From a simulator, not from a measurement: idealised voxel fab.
process module | voxel trench capacitor
cross-section cut | 275 nm wide | cells 5 nm
A cross-section is a grid of square cells, given in bands from the top down. A band is one or more rows of cells.
Each band's line starts with the height of the band's top and of its bottom, in nm. Then come its materials from left to right, each with its width in nm. One material with "throughout" fills the band from edge to edge. "air" is empty space.
Height 0 is the level under which the wafer as received is all one material. The lowest band goes on downwards, as in "0 down".
A width such as "30 to 40" changes by the same amount from each row of cells to the next, from the band's top row to its bottom row.
"no change" after a step means that no cell of the cross-section changed.
closed voids: empty space of 8 cells or more with no open way to the top, each as width x height at its distance from the left edge, in nm
after a step's settings: what the simulator itself notes on the step
overlay nm, on a step with a mask: how far to the right of its planned place the mask lay; to the left if negative
plan
1 op RECEIVE | material Si
2 op CONFORMAL_DEP | material SiN | thk nm 10
3 op DIRECTIONAL_DEP | material aC | thk nm 10
4 op PATTERN | tone open | mask id TRENCH | material resist | width nm 25 | pitch nm 45 | thk nm 30 | overlay nm -15
5 op DIRECTIONAL_ETCH | etch materials aC | depth nm 10
6 op STRIP | etch materials resist
7 op DIRECTIONAL_ETCH | etch materials SiN | depth nm 10
8 op DIRECTIONAL_ETCH | etch materials Si | depth nm 25
9 op STRIP | etch materials aC
10 op CONFORMAL_DEP | material HfO2 | thk nm 5
11 op CONFORMAL_DEP | material TiN | thk nm 5
12 op FILL_DEP | material W | thk nm 10
13 op CMP | height nm 10
varied across the wafers: overlay nm of step 4. The plan shows the first wafer's value. All wafers start alike
first wafer as received, after step 1
  0 down: Si throughout
  closed voids: none
first wafer at the end, after step 13
  10 to 0: SiN 40 | HfO2 5 | TiN 5 | W 5 | TiN 5 | HfO2 5 | SiN 20 | HfO2 5 | TiN 5 | W 5 | TiN 5 | HfO2 5 | SiN 20 | HfO2 5 | TiN 5 | W 5 | TiN 5 | HfO2 5 | SiN 20 | HfO2 5 | TiN 5 | W 5 | TiN 5 | HfO2 5 | SiN 75
  0 to -15: Si 40 | HfO2 5 | TiN 5 | W 5 | TiN 5 | HfO2 5 | Si 20 | HfO2 5 | TiN 5 | W 5 | TiN 5 | HfO2 5 | Si 20 | HfO2 5 | TiN 5 | W 5 | TiN 5 | HfO2 5 | Si 20 | HfO2 5 | TiN 5 | W 5 | TiN 5 | HfO2 5 | Si 75
  -15 to -20: Si 40 | HfO2 5 | TiN 15 | HfO2 5 | Si 20 | HfO2 5 | TiN 15 | HfO2 5 | Si 20 | HfO2 5 | TiN 15 | HfO2 5 | Si 20 | HfO2 5 | TiN 15 | HfO2 5 | Si 75
  -20 to -25: Si 40 | HfO2 25 | Si 20 | HfO2 25 | Si 20 | HfO2 25 | Si 20 | HfO2 25 | Si 75
  -25 down: Si throughout
  closed voids: none
last wafer at the end
  10 to 0: SiN 70 | HfO2 5 | TiN 5 | W 5 | TiN 5 | HfO2 5 | SiN 20 | HfO2 5 | TiN 5 | W 5 | TiN 5 | HfO2 5 | SiN 20 | HfO2 5 | TiN 5 | W 5 | TiN 5 | HfO2 5 | SiN 20 | HfO2 5 | TiN 5 | W 5 | TiN 5 | HfO2 5 | SiN 45
  0 to -15: Si 70 | HfO2 5 | TiN 5 | W 5 | TiN 5 | HfO2 5 | Si 20 | HfO2 5 | TiN 5 | W 5 | TiN 5 | HfO2 5 | Si 20 | HfO2 5 | TiN 5 | W 5 | TiN 5 | HfO2 5 | Si 20 | HfO2 5 | TiN 5 | W 5 | TiN 5 | HfO2 5 | Si 45
  -15 to -20: Si 70 | HfO2 5 | TiN 15 | HfO2 5 | Si 20 | HfO2 5 | TiN 15 | HfO2 5 | Si 20 | HfO2 5 | TiN 15 | HfO2 5 | Si 20 | HfO2 5 | TiN 15 | HfO2 5 | Si 45
  -20 to -25: Si 70 | HfO2 25 | Si 20 | HfO2 25 | Si 20 | HfO2 25 | Si 20 | HfO2 25 | Si 45
  -25 down: Si throughout
  closed voids: none
each wafer at the end: cells of each material gained (+) or lost (-) since it was received, then its closed voids
overlay nm -15 | +68 HfO2 | -100 Si | +70 SiN | +52 TiN | +20 W | closed voids: none
overlay nm -10 | +68 HfO2 | -100 Si | +70 SiN | +52 TiN | +20 W | closed voids: none
overlay nm -5 | +68 HfO2 | -100 Si | +70 SiN | +52 TiN | +20 W | closed voids: none
overlay nm 0 | +68 HfO2 | -100 Si | +70 SiN | +52 TiN | +20 W | closed voids: none
overlay nm 5 | +68 HfO2 | -100 Si | +70 SiN | +52 TiN | +20 W | closed voids: none
overlay nm 10 | +68 HfO2 | -100 Si | +70 SiN | +52 TiN | +20 W | closed voids: none
overlay nm 15 | +68 HfO2 | -100 Si | +70 SiN | +52 TiN | +20 W | closed voids: none
